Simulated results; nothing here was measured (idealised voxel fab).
Process module name: voxel wiring stack
We display cut, a cross-section 235 nm in width whose square cells are each 5 nm.
Square cells in a grid make up a cross-section in this document, and the grid is given as bands, listed from the top down, each one or more rows of cells.
What a band's entry tells you: where the top is and where the bottom is, as heights in nm, and after that what lies inside, material by material from left to right, each with its width in nm. Empty space is written as the word "blank", and a single material marked with the word "full width" occupies the band from edge to edge.
A quick word on heights: they are counted from 0, and under that level the wafer as it came to us is one material throughout. The lowest band is different from the rest in having no bottom; it simply continues downward, written as in "0..down".
When a width is written as two numbers, as in "30..40", the first number is the width in the top row of cells of the band and the second is the width in its bottom row, and the width changes by the same amount from each row to the next.
"nothing got changed" for a step: no cell of the cross-section changed in that step.
For the entry "Sealed internal voids", the listed items are empty spaces with no open way to the top whose size is 8 cells or more; each item follows the pattern width x height at distance, where distance is from the left edge and all three are in nm.
That trailing text on a step's line, after the settings, is the simulator's own remark on the step.
overlay nm: right-of-plan distance of the mask on a masked step; negative values mean left-of-plan.
Below you will find pairs of cross-sections. In each, one shows the wafer before one process step and the other after it, with the after view ending at the lowest band that changed. Under each pair is the step separating them, along with its settings. Do not assume the pairs form a chain: they can come from different runs of this module on the same starting wafer, and a pair continues from the pair above it only when its "Prior to processing" entry says so.

### Prior to processing
0..down  Si full width
Sealed internal voids: none

### Cut View, Post-Step
10..0  SiO2 full width
Below a height of 0, the structure has not been altered.
Sealed internal voids: none
Looking at the two cross-sections above, the step in the middle is CONFORMAL_DEP, material SiO2, thk nm 10

Prior to processing: after-state, pair directly above.

### Cut View, Post-Step
15..10  TiN full width
Below a height of 10, the structure has not been altered.
Sealed internal voids: none
Looking at the two cross-sections above, the step in the middle is DIRECTIONAL_DEP, material TiN, thk nm 5

Prior to processing: after-state, pair directly above.

### Cut View, Post-Step
30..15  W full width
Below a height of 15, the structure has not been altered.
Sealed internal voids: none
Looking at the two cross-sections above, the step in the middle is DIRECTIONAL_DEP, material W, thk nm 15

Prior to processing: after-state, pair directly above.

### Cut View, Post-Step
50..30  80 of blank  25 of resist  20 of blank  25 of resist  85 of blank
Below a height of 30, the structure has not been altered.
Sealed internal voids: none
Looking at the two cross-sections above, the step in the middle is PATTERN, tone cover, mask id METAL_1, material resist, width nm 25, pitch nm 45, thk nm 20, overlay nm 0

Prior to processing: after-state, pair directly above.

### Cut View, Post-Step
50..30  80 of blank  25 of resist  20 of blank  25 of resist  85 of blank
30..15  80 of blank  25 of W  20 of blank  25 of W  85 of blank
Below a height of 15, the structure has not been altered.
Sealed internal voids: none
Looking at the two cross-sections above, the step in the middle is DIRECTIONAL_ETCH, etch materials W, depth nm 15

Prior to processing: after-state, pair directly above.

### Cut View, Post-Step
50..30  80 of blank  25 of resist  20 of blank  25 of resist  85 of blank
30..15  80 of blank  25 of W  20 of blank  25 of W  85 of blank
15..10  80 of blank  25 of TiN  20 of blank  25 of TiN  85 of blank
Below a height of 10, the structure has not been altered.
Sealed internal voids: none
Looking at the two cross-sections above, the step in the middle is DIRECTIONAL_ETCH, etch materials TiN, depth nm 5

Prior to processing: after-state, pair directly above.

### Cut View, Post-Step
30..15  80 of blank  25 of W  20 of blank  25 of W  85 of blank
Below a height of 15, the structure has not been altered.
Sealed internal voids: none
Looking at the two cross-sections above, the step in the middle is STRIP, etch materials resist

Prior to processing: after-state, pair directly above.

### Cut View, Post-Step
35..30  75 of blank  35 of SiCN  10 of blank  35 of SiCN  80 of blank
30..15  75 of blank  5 of SiCN  25 of W  5 of SiCN  10 of blank  5 of SiCN  25 of W  5 of SiCN  80 of blank
15..10  80 of SiCN  25 of TiN  20 of SiCN  25 of TiN  85 of SiCN
Below a height of 10, the structure has not been altered.
Sealed internal voids: none
Looking at the two cross-sections above, the step in the middle is CONFORMAL_DEP, material SiCN, thk nm 5

Prior to processing: after-state, pair directly above.

### Cut View, Post-Step
40..35  SiO2 full width
35..30  75 of SiO2  35 of SiCN  10 of SiO2  35 of SiCN  80 of SiO2
30..15  75 of SiO2  5 of SiCN  25 of W  5 of SiCN  10 of SiO2  5 of SiCN  25 of W  5 of SiCN  80 of SiO2
Below a height of 15, the structure has not been altered.
Sealed internal voids: none
Looking at the two cross-sections above, the step in the middle is FILL_DEP, material SiO2, thk nm 5

Prior to processing: after-state, pair directly above.

### Cut View, Post-Step
30..15  75 of SiO2  5 of SiCN  25 of W  5 of SiCN  10 of SiO2  5 of SiCN  25 of W  5 of SiCN  80 of SiO2
Below a height of 15, the structure has not been altered.
Sealed internal voids: none
Looking at the two cross-sections above, the step in the middle is CMP, height nm 30

Prior to processing: after-state, pair directly above.

### Cut View, Post-Step
35..30  SiCN full width
Below a height of 30, the structure has not been altered.
Sealed internal voids: none
Looking at the two cross-sections above, the step in the middle is CONFORMAL_DEP, material SiCN, thk nm 5

Prior to processing: after-state, pair directly above.

### Cut View, Post-Step
50..35  lowk full width
Below a height of 35, the structure has not been altered.
Sealed internal voids: none
Looking at the two cross-sections above, the step in the middle is DIRECTIONAL_DEP, material lowk, thk nm 15

Prior to processing: after-state, pair directly above.

### Cut View, Post-Step
70..50  80 of resist  15 of blank  140 of resist
Below a height of 50, the structure has not been altered.
Sealed internal voids: none
Looking at the two cross-sections above, the step in the middle is PATTERN, tone open, mask id PLUG_1, material resist, width nm 15, thk nm 20, overlay nm 0

Prior to processing: after-state, pair directly above.

### Cut View, Post-Step
70..50  80 of resist  15 of blank  140 of resist
50..35  80 of lowk  15 of blank  140 of lowk
Below a height of 35, the structure has not been altered.
Sealed internal voids: none
Looking at the two cross-sections above, the step in the middle is DIRECTIONAL_ETCH, etch materials lowk, depth nm 15

Prior to processing: after-state, pair directly above.

### Cut View, Post-Step
70..50  80 of resist  15 of blank  140 of resist
50..35  80 of lowk  15 of blank  140 of lowk
35..30  80 of SiCN  15 of blank  140 of SiCN
Below a height of 30, the structure has not been altered.
Sealed internal voids: none
Looking at the two cross-sections above, the step in the middle is DIRECTIONAL_ETCH, etch materials SiCN, depth nm 5

Prior to processing: after-state, pair directly above.

### Cut View, Post-Step
50..35  80 of lowk  15 of blank  140 of lowk
Below a height of 35, the structure has not been altered.
Sealed internal voids: none
Looking at the two cross-sections above, the step in the middle is STRIP, etch materials resist

Prior to processing: after-state, pair directly above.

### Cut View, Post-Step
50..40  80 of lowk  15 of blank  140 of lowk
40..35  80 of lowk  15 of Ru  140 of lowk
35..30  80 of SiCN  15 of Ru  140 of SiCN
Below a height of 30, the structure has not been altered.
Sealed internal voids: none
Looking at the two cross-sections above, the step in the middle is EPI, material Ru, thk nm 10

Prior to processing: after-state, pair directly above.

### Cut View, Post-Step
50..35  80 of lowk  15 of Ru  140 of lowk
Below a height of 35, the structure has not been altered.
Sealed internal voids: none
Looking at the two cross-sections above, the step in the middle is EPI, material Ru, thk nm 10

Prior to processing: after-state, pair directly above.

### Cut View, Post-Step
55..50  SiN full width
Below a height of 50, the structure has not been altered.
Sealed internal voids: none
Looking at the two cross-sections above, the step in the middle is CONFORMAL_DEP, material SiN, thk nm 5

Prior to processing: after-state, pair directly above.

### Cut View, Post-Step
80..55  SiO2 full width
Below a height of 55, the structure has not been altered.
Sealed internal voids: none
Looking at the two cross-sections above, the step in the middle is DIRECTIONAL_DEP, material SiO2, thk nm 25

Prior to processing: after-state, pair directly above.

### Cut View, Post-Step
100..80  80 of resist  25 of blank  20 of resist  25 of blank  85 of resist
Below a height of 80, the structure has not been altered.
Sealed internal voids: none
Looking at the two cross-sections above, the step in the middle is PATTERN, tone open, mask id METAL_2, material resist, width nm 25, pitch nm 45, thk nm 20, overlay nm 0

Prior to processing: after-state, pair directly above.

### Cut View, Post-Step
100..80  80 of resist  25 of blank  20 of resist  25 of blank  85 of resist
80..55  80 of SiO2  25 of blank  20 of SiO2  25 of blank  85 of SiO2
Below a height of 55, the structure has not been altered.
Sealed internal voids: none
Looking at the two cross-sections above, the step in the middle is DIRECTIONAL_ETCH, etch materials SiO2, depth nm 25

Prior to processing: after-state, pair directly above.

### Cut View, Post-Step
100..80  80 of resist  25 of blank  20 of resist  25 of blank  85 of resist
80..55  80 of SiO2  25 of blank  20 of SiO2  25 of blank  85 of SiO2
55..50  80 of SiN  25 of blank  20 of SiN  25 of blank  85 of SiN
Below a height of 50, the structure has not been altered.
Sealed internal voids: none
Looking at the two cross-sections above, the step in the middle is DIRECTIONAL_ETCH, etch materials SiN, depth nm 5

Prior to processing: after-state, pair directly above.

### Cut View, Post-Step
80..55  80 of SiO2  25 of blank  20 of SiO2  25 of blank  85 of SiO2
Below a height of 55, the structure has not been altered.
Sealed internal voids: none
Looking at the two cross-sections above, the step in the middle is STRIP, etch materials resist

Prior to processing: after-state, pair directly above.

### Cut View, Post-Step
85..80  85 of TiN  15 of blank  30 of TiN  15 of blank  90 of TiN
80..55  80 of SiO2  5 of TiN  15 of blank  5 of TiN  20 of SiO2  5 of TiN  15 of blank  5 of TiN  85 of SiO2
55..50  80 of SiN  25 of TiN  20 of SiN  25 of TiN  85 of SiN
Below a height of 50, the structure has not been altered.
Sealed internal voids: none
Looking at the two cross-sections above, the step in the middle is CONFORMAL_DEP, material TiN, thk nm 5

Prior to processing: after-state, pair directly above.

### Cut View, Post-Step
95..85  Cu full width
85..80  85 of TiN  15 of Cu  30 of TiN  15 of Cu  90 of TiN
80..55  80 of SiO2  5 of TiN  15 of Cu  5 of TiN  20 of SiO2  5 of TiN  15 of Cu  5 of TiN  85 of SiO2
Below a height of 55, the structure has not been altered.
Sealed internal voids: none
Looking at the two cross-sections above, the step in the middle is FILL_DEP, material Cu, thk nm 10

Prior to processing: after-state, pair directly above.

### Cut View, Post-Step
80..55  80 of SiO2  5 of TiN  15 of Cu  5 of TiN  20 of SiO2  5 of TiN  15 of Cu  5 of TiN  85 of SiO2
Below a height of 55, the structure has not been altered.
Sealed internal voids: none
Looking at the two cross-sections above, the step in the middle is CMP, height nm 80

Prior to processing: after-state, pair directly above.

### Cut View, Post-Step
85..80  SiCN full width
Below a height of 80, the structure has not been altered.
Sealed internal voids: none
Looking at the two cross-sections above, the step in the middle is CONFORMAL_DEP, material SiCN, thk nm 5

Prior to processing: after-state, pair directly above.

### Cut View, Post-Step
95..85  lowk full width
Below a height of 85, the structure has not been altered.
Sealed internal voids: none
Looking at the two cross-sections above, the step in the middle is DIRECTIONAL_DEP, material lowk, thk nm 10

Prior to processing: after-state, pair directly above.

### Cut View, Post-Step
115..95  80 of resist  15 of blank  30 of resist  15 of blank  95 of resist
Below a height of 95, the structure has not been altered.
Sealed internal voids: none
Looking at the two cross-sections above, the step in the middle is PATTERN, tone open, mask id PLUG_2, material resist, width nm 15, pitch nm 45, thk nm 20, overlay nm 0

Prior to processing: after-state, pair directly above.

### Cut View, Post-Step
115..95  80 of resist  15 of blank  30 of resist  15 of blank  95 of resist
95..85  80 of lowk  15 of blank  30 of lowk  15 of blank  95 of lowk
Below a height of 85, the structure has not been altered.
Sealed internal voids: none
Looking at the two cross-sections above, the step in the middle is DIRECTIONAL_ETCH, etch materials lowk, depth nm 10

Prior to processing: after-state, pair directly above.

### Cut View, Post-Step
115..95  80 of resist  15 of blank  30 of resist  15 of blank  95 of resist
95..85  80 of lowk  15 of blank  30 of lowk  15 of blank  95 of lowk
85..80  80 of SiCN  15 of blank  30 of SiCN  15 of blank  95 of SiCN
Below a height of 80, the structure has not been altered.
Sealed internal voids: none
Looking at the two cross-sections above, the step in the middle is DIRECTIONAL_ETCH, etch materials SiCN, depth nm 5

Prior to processing: after-state, pair directly above.

### Cut View, Post-Step
95..85  80 of lowk  15 of blank  30 of lowk  15 of blank  95 of lowk
Below a height of 85, the structure has not been altered.
Sealed internal voids: none
Looking at the two cross-sections above, the step in the middle is STRIP, etch materials resist

Prior to processing: after-state, pair directly above.

### Cut View, Post-Step
95..90  80 of lowk  15 of blank  30 of lowk  15 of blank  95 of lowk
90..85  80 of lowk  15 of Ru  30 of lowk  15 of Ru  95 of lowk
85..80  80 of SiCN  15 of Ru  30 of SiCN  15 of Ru  95 of SiCN
Below a height of 80, the structure has not been altered.
Sealed internal voids: none
Looking at the two cross-sections above, the step in the middle is EPI, material Ru, thk nm 10

Prior to processing: after-state, pair directly above.

### Cut View, Post-Step
95..85  80 of lowk  15 of Ru  30 of lowk  15 of Ru  95 of lowk
Below a height of 85, the structure has not been altered.
Sealed internal voids: none
Looking at the two cross-sections above, the step in the middle is EPI, material Ru, thk nm 5

Prior to processing: after-state, pair directly above.

### Cut View, Post-Step
100..95  TiN full width
Below a height of 95, the structure has not been altered.
Sealed internal voids: none
Looking at the two cross-sections above, the step in the middle is DIRECTIONAL_DEP, material TiN, thk nm 5

Prior to processing: after-state, pair directly above.

### Cut View, Post-Step
115..100  Ru full width
Below a height of 100, the structure has not been altered.
Sealed internal voids: none
Looking at the two cross-sections above, the step in the middle is DIRECTIONAL_DEP, material Ru, thk nm 15

Prior to processing: after-state, pair directly above.

### Cut View, Post-Step
125..115  aC full width
Below a height of 115, the structure has not been altered.
Sealed internal voids: none
Looking at the two cross-sections above, the step in the middle is DIRECTIONAL_DEP, material aC, thk nm 10

Prior to processing: after-state, pair directly above.

### Cut View, Post-Step
150..125  80 of blank  25 of resist  20 of blank  25 of resist  85 of blank
Below a height of 125, the structure has not been altered.
Sealed internal voids: none
Looking at the two cross-sections above, the step in the middle is PATTERN, tone cover, mask id METAL_3, material resist, width nm 25, pitch nm 45, thk nm 25, overlay nm 0

Prior to processing: after-state, pair directly above.

### Cut View, Post-Step
140..125  80 of blank  25 of resist  20 of blank  25 of resist  85 of blank
125..115  80 of blank  25 of aC  20 of blank  25 of aC  85 of blank
Below a height of 115, the structure has not been altered.
Sealed internal voids: none
Looking at the two cross-sections above, the step in the middle is DIRECTIONAL_ETCH, etch materials aC, depth nm 10

Prior to processing: after-state, pair directly above.

### Cut View, Post-Step
125..115  80 of blank  25 of aC  20 of blank  25 of aC  85 of blank
Below a height of 115, the structure has not been altered.
Sealed internal voids: none
Looking at the two cross-sections above, the step in the middle is STRIP, etch materials resist

Prior to processing: after-state, pair directly above.

### Cut View, Post-Step
125..115  80 of blank  25 of aC  20 of blank  25 of aC  85 of blank
115..100  80 of blank  25 of Ru  20 of blank  25 of Ru  85 of blank
Below a height of 100, the structure has not been altered.
Sealed internal voids: none
Looking at the two cross-sections above, the step in the middle is DIRECTIONAL_ETCH, etch materials Ru, depth nm 15

Prior to processing: after-state, pair directly above.

### Cut View, Post-Step
125..115  80 of blank  25 of aC  20 of blank  25 of aC  85 of blank
115..100  80 of blank  25 of Ru  20 of blank  25 of Ru  85 of blank
100..95  80 of blank  25 of TiN  20 of blank  25 of TiN  85 of blank
Below a height of 95, the structure has not been altered.
Sealed internal voids: none
Looking at the two cross-sections above, the step in the middle is DIRECTIONAL_ETCH, etch materials TiN, depth nm 5

Prior to processing: after-state, pair directly above.

### Cut View, Post-Step
115..100  80 of blank  25 of Ru  20 of blank  25 of Ru  85 of blank
Below a height of 100, the structure has not been altered.
Sealed internal voids: none
Looking at the two cross-sections above, the step in the middle is STRIP, etch materials aC

Prior to processing: after-state, pair directly above.

### Cut View, Post-Step
120..115  75 of blank  35 of SiN  10 of blank  35 of SiN  80 of blank
115..100  75 of blank  5 of SiN  25 of Ru  5 of SiN  10 of blank  5 of SiN  25 of Ru  5 of SiN  80 of blank
100..95  80 of SiN  25 of TiN  20 of SiN  25 of TiN  85 of SiN
Below a height of 95, the structure has not been altered.
Sealed internal voids: none
Looking at the two cross-sections above, the step in the middle is CONFORMAL_DEP, material SiN, thk nm 5

Prior to processing: after-state, pair directly above.

### Cut View, Post-Step
130..120  lowk full width
120..115  75 of lowk  35 of SiN  10 of lowk  35 of SiN  80 of lowk
115..100  75 of lowk  5 of SiN  25 of Ru  5 of SiN  10 of lowk  5 of SiN  25 of Ru  5 of SiN  80 of lowk
Below a height of 100, the structure has not been altered.
Sealed internal voids: none
Looking at the two cross-sections above, the step in the middle is FILL_DEP, material lowk, thk nm 10

Prior to processing: after-state, pair directly above.

### Cut View, Post-Step
115..100  75 of lowk  5 of SiN  25 of Ru  5 of SiN  10 of lowk  5 of SiN  25 of Ru  5 of SiN  80 of lowk
Below a height of 100, the structure has not been altered.
Sealed internal voids: none
Looking at the two cross-sections above, the step in the middle is CMP, height nm 115

Prior to processing: after-state, pair directly above.

### Cut View, Post-Step
120..115  SiCN full width
Below a height of 115, the structure has not been altered.
Sealed internal voids: none
Looking at the two cross-sections above, the step in the middle is CONFORMAL_DEP, material SiCN, thk nm 5

Prior to processing: after-state, pair directly above.

### Cut View, Post-Step
145..120  SiO2 full width
Below a height of 120, the structure has not been altered.
Sealed internal voids: none
Looking at the two cross-sections above, the step in the middle is DIRECTIONAL_DEP, material SiO2, thk nm 25

Prior to processing: after-state, pair directly above.

### Cut View, Post-Step
155..145  aC full width
Below a height of 145, the structure has not been altered.
Sealed internal voids: none
Looking at the two cross-sections above, the step in the middle is DIRECTIONAL_DEP, material aC, thk nm 10

Prior to processing: after-state, pair directly above.

### Cut View, Post-Step
180..155  80 of resist  15 of blank  30 of resist  15 of blank  95 of resist
Below a height of 155, the structure has not been altered.
Sealed internal voids: none
Looking at the two cross-sections above, the step in the middle is PATTERN, tone open, mask id METAL_4_HOLES, material resist, width nm 15, pitch nm 45, thk nm 25, overlay nm 0

Prior to processing: after-state, pair directly above.

### Cut View, Post-Step
170..155  80 of resist  15 of blank  30 of resist  15 of blank  95 of resist
155..145  80 of aC  15 of blank  30 of aC  15 of blank  95 of aC
Below a height of 145, the structure has not been altered.
Sealed internal voids: none
Looking at the two cross-sections above, the step in the middle is DIRECTIONAL_ETCH, etch materials aC, depth nm 10

Prior to processing: after-state, pair directly above.

### Cut View, Post-Step
155..145  80 of aC  15 of blank  30 of aC  15 of blank  95 of aC
Below a height of 145, the structure has not been altered.
Sealed internal voids: none
Looking at the two cross-sections above, the step in the middle is STRIP, etch materials resist

Prior to processing: after-state, pair directly above.

### Cut View, Post-Step
155..145  80 of aC  15 of blank  30 of aC  15 of blank  95 of aC
145..120  80 of SiO2  15 of blank  30 of SiO2  15 of blank  95 of SiO2
Below a height of 120, the structure has not been altered.
Sealed internal voids: none
Looking at the two cross-sections above, the step in the middle is DIRECTIONAL_ETCH, etch materials SiO2, depth nm 25

Prior to processing: after-state, pair directly above.

### Cut View, Post-Step
145..120  80 of SiO2  15 of blank  30 of SiO2  15 of blank  95 of SiO2
Below a height of 120, the structure has not been altered.
Sealed internal voids: none
Looking at the two cross-sections above, the step in the middle is STRIP, etch materials aC

Prior to processing: after-state, pair directly above.

### Cut View, Post-Step
145..130  80 of SiO2  25 of blank  20 of SiO2  25 of blank  85 of SiO2
Below a height of 130, the structure has not been altered.
Sealed internal voids: none
Looking at the two cross-sections above, the step in the middle is MASKED_ETCH, tone open, mask id METAL_4, width nm 25, pitch nm 45, etch materials SiO2, depth nm 15, overlay nm 0

Prior to processing: after-state, pair directly above.

### Cut View, Post-Step
145..130  80 of SiO2  25 of blank  20 of SiO2  25 of blank  85 of SiO2
130..120  80 of SiO2  15 of blank  30 of SiO2  15 of blank  95 of SiO2
120..115  80 of SiCN  15 of blank  30 of SiCN  15 of blank  95 of SiCN
Below a height of 115, the structure has not been altered.
Sealed internal voids: none
Looking at the two cross-sections above, the step in the middle is MASKED_ETCH, tone open, mask id METAL_4, width nm 25, pitch nm 45, etch materials SiCN, depth nm 5, overlay nm 0

Prior to processing: after-state, pair directly above.

### Cut View, Post-Step
150..145  85 of TiN  15 of blank  30 of TiN  15 of blank  90 of TiN
145..135  80 of SiO2  5 of TiN  15 of blank  5 of TiN  20 of SiO2  5 of TiN  15 of blank  5 of TiN  85 of SiO2
135..130  80 of SiO2  5 of TiN  5 of blank  15 of TiN  20 of SiO2  5 of TiN  5 of blank  15 of TiN  85 of SiO2
130..120  80 of SiO2  5 of TiN  5 of blank  5 of TiN  30 of SiO2  5 of TiN  5 of blank  5 of TiN  95 of SiO2
120..115  80 of SiCN  15 of TiN  30 of SiCN  15 of TiN  95 of SiCN
Below a height of 115, the structure has not been altered.
Sealed internal voids: none
Looking at the two cross-sections above, the step in the middle is CONFORMAL_DEP, material TiN, thk nm 5

Prior to processing: after-state, pair directly above.

### Cut View, Post-Step
155..150  Cu full width
150..145  85 of TiN  15 of Cu  30 of TiN  15 of Cu  90 of TiN
145..135  80 of SiO2  5 of TiN  15 of Cu  5 of TiN  20 of SiO2  5 of TiN  15 of Cu  5 of TiN  85 of SiO2
135..130  80 of SiO2  5 of TiN  5 of Cu  15 of TiN  20 of SiO2  5 of TiN  5 of Cu  15 of TiN  85 of SiO2
130..120  80 of SiO2  5 of TiN  5 of Cu  5 of TiN  30 of SiO2  5 of TiN  5 of Cu  5 of TiN  95 of SiO2
Below a height of 120, the structure has not been altered.
Sealed internal voids: none
Looking at the two cross-sections above, the step in the middle is FILL_DEP, material Cu, thk nm 5

Prior to processing: after-state, pair directly above.

### Cut View, Post-Step
145..135  80 of SiO2  5 of TiN  15 of Cu  5 of TiN  20 of SiO2  5 of TiN  15 of Cu  5 of TiN  85 of SiO2
Below a height of 135, the structure has not been altered.
Sealed internal voids: none
Looking at the two cross-sections above, the step in the middle is CMP, height nm 145

Prior to processing: after-state, pair directly above.

### Cut View, Post-Step
150..145  SiN full width
Below a height of 145, the structure has not been altered.
Sealed internal voids: none
Looking at the two cross-sections above, the step in the middle is CONFORMAL_DEP, material SiN, thk nm 5

### Prior to processing
0..down  Si full width
Sealed internal voids: none

### Cut View, Post-Step
5..0  TiN full width
Below a height of 0, the structure has not been altered.
Sealed internal voids: none
Looking at the two cross-sections above, the step in the middle is DIRECTIONAL_DEP, material TiN, thk nm 5

Prior to processing: after-state, pair directly above.

### Cut View, Post-Step
20..5  W full width
Below a height of 5, the structure has not been altered.
Sealed internal voids: none
Looking at the two cross-sections above, the step in the middle is DIRECTIONAL_DEP, material W, thk nm 15

Prior to processing: after-state, pair directly above.

### Cut View, Post-Step
40..20  80 of blank  25 of resist  20 of blank  25 of resist  85 of blank
Below a height of 20, the structure has not been altered.
Sealed internal voids: none
Looking at the two cross-sections above, the step in the middle is PATTERN, tone cover, mask id METAL_1, material resist, width nm 25, pitch nm 45, thk nm 20, overlay nm 0

Prior to processing: after-state, pair directly above.

### Cut View, Post-Step
40..20  80 of blank  25 of resist  20 of blank  25 of resist  85 of blank
20..5  80 of blank  25 of W  20 of blank  25 of W  85 of blank
Below a height of 5, the structure has not been altered.
Sealed internal voids: none
Looking at the two cross-sections above, the step in the middle is DIRECTIONAL_ETCH, etch materials W, depth nm 15

Prior to processing: after-state, pair directly above.

### Cut View, Post-Step
40..20  80 of blank  25 of resist  20 of blank  25 of resist  85 of blank
20..5  80 of blank  25 of W  20 of blank  25 of W  85 of blank
5..0  80 of blank  25 of TiN  20 of blank  25 of TiN  85 of blank
Below a height of 0, the structure has not been altered.
Sealed internal voids: none
Looking at the two cross-sections above, the step in the middle is DIRECTIONAL_ETCH, etch materials TiN, depth nm 5

Prior to processing: after-state, pair directly above.

### Cut View, Post-Step
20..5  80 of blank  25 of W  20 of blank  25 of W  85 of blank
Below a height of 5, the structure has not been altered.
Sealed internal voids: none
Looking at the two cross-sections above, the step in the middle is STRIP, etch materials resist

Prior to processing: after-state, pair directly above.

### Cut View, Post-Step
25..20  75 of blank  35 of SiCN  10 of blank  35 of SiCN  80 of blank
20..5  75 of blank  5 of SiCN  25 of W  5 of SiCN  10 of blank  5 of SiCN  25 of W  5 of SiCN  80 of blank
5..0  80 of SiCN  25 of TiN  20 of SiCN  25 of TiN  85 of SiCN
Below a height of 0, the structure has not been altered.
Sealed internal voids: none
Looking at the two cross-sections above, the step in the middle is CONFORMAL_DEP, material SiCN, thk nm 5

Prior to processing: after-state, pair directly above.

### Cut View, Post-Step
30..25  SiO2 full width
25..20  75 of SiO2  35 of SiCN  10 of SiO2  35 of SiCN  80 of SiO2
20..5  75 of SiO2  5 of SiCN  25 of W  5 of SiCN  10 of SiO2  5 of SiCN  25 of W  5 of SiCN  80 of SiO2
Below a height of 5, the structure has not been altered.
Sealed internal voids: none
Looking at the two cross-sections above, the step in the middle is FILL_DEP, material SiO2, thk nm 5

Prior to processing: after-state, pair directly above.

### Cut View, Post-Step
35..30  SiCN full width
Below a height of 30, the structure has not been altered.
Sealed internal voids: none
Looking at the two cross-sections above, the step in the middle is CONFORMAL_DEP, material SiCN, thk nm 5

Prior to processing: after-state, pair directly above.

### Cut View, Post-Step
50..35  lowk full width
Below a height of 35, the structure has not been altered.
Sealed internal voids: none
Looking at the two cross-sections above, the step in the middle is DIRECTIONAL_DEP, material lowk, thk nm 15

Prior to processing: after-state, pair directly above.

### Cut View, Post-Step
70..50  80 of resist  15 of blank  140 of resist
Below a height of 50, the structure has not been altered.
Sealed internal voids: none
Looking at the two cross-sections above, the step in the middle is PATTERN, tone open, mask id PLUG_1, material resist, width nm 15, thk nm 20, overlay nm 0

Prior to processing: after-state, pair directly above.

### Cut View, Post-Step
70..50  80 of resist  15 of blank  140 of resist
50..35  80 of lowk  15 of blank  140 of lowk
Below a height of 35, the structure has not been altered.
Sealed internal voids: none
Looking at the two cross-sections above, the step in the middle is DIRECTIONAL_ETCH, etch materials lowk, depth nm 15

Prior to processing: after-state, pair directly above.

### Cut View, Post-Step
70..50  80 of resist  15 of blank  140 of resist
50..35  80 of lowk  15 of blank  140 of lowk
35..30  80 of SiCN  15 of blank  140 of SiCN
Below a height of 30, the structure has not been altered.
Sealed internal voids: none
Looking at the two cross-sections above, the step in the middle is DIRECTIONAL_ETCH, etch materials SiCN, depth nm 5

Prior to processing: after-state, pair directly above.

### Cut View, Post-Step
50..35  80 of lowk  15 of blank  140 of lowk
Below a height of 35, the structure has not been altered.
Sealed internal voids: none
Looking at the two cross-sections above, the step in the middle is STRIP, etch materials resist

Prior to processing: after-state, pair directly above.

### Cut View, Post-Step
55..50  85 of SiN  5 of blank  145 of SiN
50..35  80 of lowk  5 of SiN  5 of blank  5 of SiN  140 of lowk
35..30  80 of SiCN  15 of SiN  140 of SiCN
Below a height of 30, the structure has not been altered.
Sealed internal voids: none
Looking at the two cross-sections above, the step in the middle is CONFORMAL_DEP, material SiN, thk nm 5

Prior to processing: after-state, pair directly above.

### Cut View, Post-Step
80..60  85 of SiO2  5 of blank  145 of SiO2
60..55  SiO2 full width
55..50  85 of SiN  5 of SiO2  145 of SiN
50..35  80 of lowk  5 of SiN  5 of SiO2  5 of SiN  140 of lowk
Below a height of 35, the structure has not been altered.
Sealed internal voids: none
Looking at the two cross-sections above, the step in the middle is DIRECTIONAL_DEP, material SiO2, thk nm 25

Prior to processing: after-state, pair directly above.

### Cut View, Post-Step
100..80  80 of resist  25 of blank  20 of resist  25 of blank  85 of resist
Below a height of 80, the structure has not been altered.
Sealed internal voids: none
Looking at the two cross-sections above, the step in the middle is PATTERN, tone open, mask id METAL_2, material resist, width nm 25, pitch nm 45, thk nm 20, overlay nm 0

Prior to processing: after-state, pair directly above.

### Cut View, Post-Step
100..80  80 of resist  25 of blank  20 of resist  25 of blank  85 of resist
80..55  80 of SiO2  25 of blank  20 of SiO2  25 of blank  85 of SiO2
55..50  85 of SiN  5 of blank  145 of SiN
50..35  80 of lowk  5 of SiN  5 of blank  5 of SiN  140 of lowk
Below a height of 35, the structure has not been altered.
Sealed internal voids: none
Looking at the two cross-sections above, the step in the middle is DIRECTIONAL_ETCH, etch materials SiO2, depth nm 25

Prior to processing: after-state, pair directly above.

### Cut View, Post-Step
100..80  80 of resist  25 of blank  20 of resist  25 of blank  85 of resist
80..55  80 of SiO2  25 of blank  20 of SiO2  25 of blank  85 of SiO2
55..50  80 of SiN  25 of blank  20 of SiN  25 of blank  85 of SiN
50..35  80 of lowk  5 of SiN  5 of blank  5 of SiN  140 of lowk
35..30  80 of SiCN  5 of SiN  5 of blank  5 of SiN  140 of SiCN
Below a height of 30, the structure has not been altered.
Sealed internal voids: none
Looking at the two cross-sections above, the step in the middle is DIRECTIONAL_ETCH, etch materials SiN, depth nm 5

Prior to processing: after-state, pair directly above.

### Cut View, Post-Step
80..55  80 of SiO2  25 of blank  20 of SiO2  25 of blank  85 of SiO2
Below a height of 55, the structure has not been altered.
Sealed internal voids: none
Looking at the two cross-sections above, the step in the middle is STRIP, etch materials resist

Prior to processing: after-state, pair directly above.

### Cut View, Post-Step
85..80  85 of TiN  15 of blank  30 of TiN  15 of blank  90 of TiN
80..55  80 of SiO2  5 of TiN  15 of blank  5 of TiN  20 of SiO2  5 of TiN  15 of blank  5 of TiN  85 of SiO2
55..50  80 of SiN  25 of TiN  20 of SiN  25 of TiN  85 of SiN
50..35  80 of lowk  5 of SiN  5 of TiN  5 of SiN  140 of lowk
35..30  80 of SiCN  5 of SiN  5 of TiN  5 of SiN  140 of SiCN
Below a height of 30, the structure has not been altered.
Sealed internal voids: none
Looking at the two cross-sections above, the step in the middle is CONFORMAL_DEP, material TiN, thk nm 5

Prior to processing: after-state, pair directly above.

### Cut View, Post-Step
95..85  Cu full width
85..80  85 of TiN  15 of Cu  30 of TiN  15 of Cu  90 of TiN
80..55  80 of SiO2  5 of TiN  15 of Cu  5 of TiN  20 of SiO2  5 of TiN  15 of Cu  5 of TiN  85 of SiO2
Below a height of 55, the structure has not been altered.
Sealed internal voids: none
Looking at the two cross-sections above, the step in the middle is FILL_DEP, material Cu, thk nm 10

Prior to processing: after-state, pair directly above.

### Cut View, Post-Step
80..55  80 of SiO2  5 of TiN  15 of Cu  5 of TiN  20 of SiO2  5 of TiN  15 of Cu  5 of TiN  85 of SiO2
Below a height of 55, the structure has not been altered.
Sealed internal voids: none
Looking at the two cross-sections above, the step in the middle is CMP, height nm 80

Prior to processing: after-state, pair directly above.

### Cut View, Post-Step
85..80  SiCN full width
Below a height of 80, the structure has not been altered.
Sealed internal voids: none
Looking at the two cross-sections above, the step in the middle is CONFORMAL_DEP, material SiCN, thk nm 5

Prior to processing: after-state, pair directly above.

### Cut View, Post-Step
95..85  lowk full width
Below a height of 85, the structure has not been altered.
Sealed internal voids: none
Looking at the two cross-sections above, the step in the middle is DIRECTIONAL_DEP, material lowk, thk nm 10
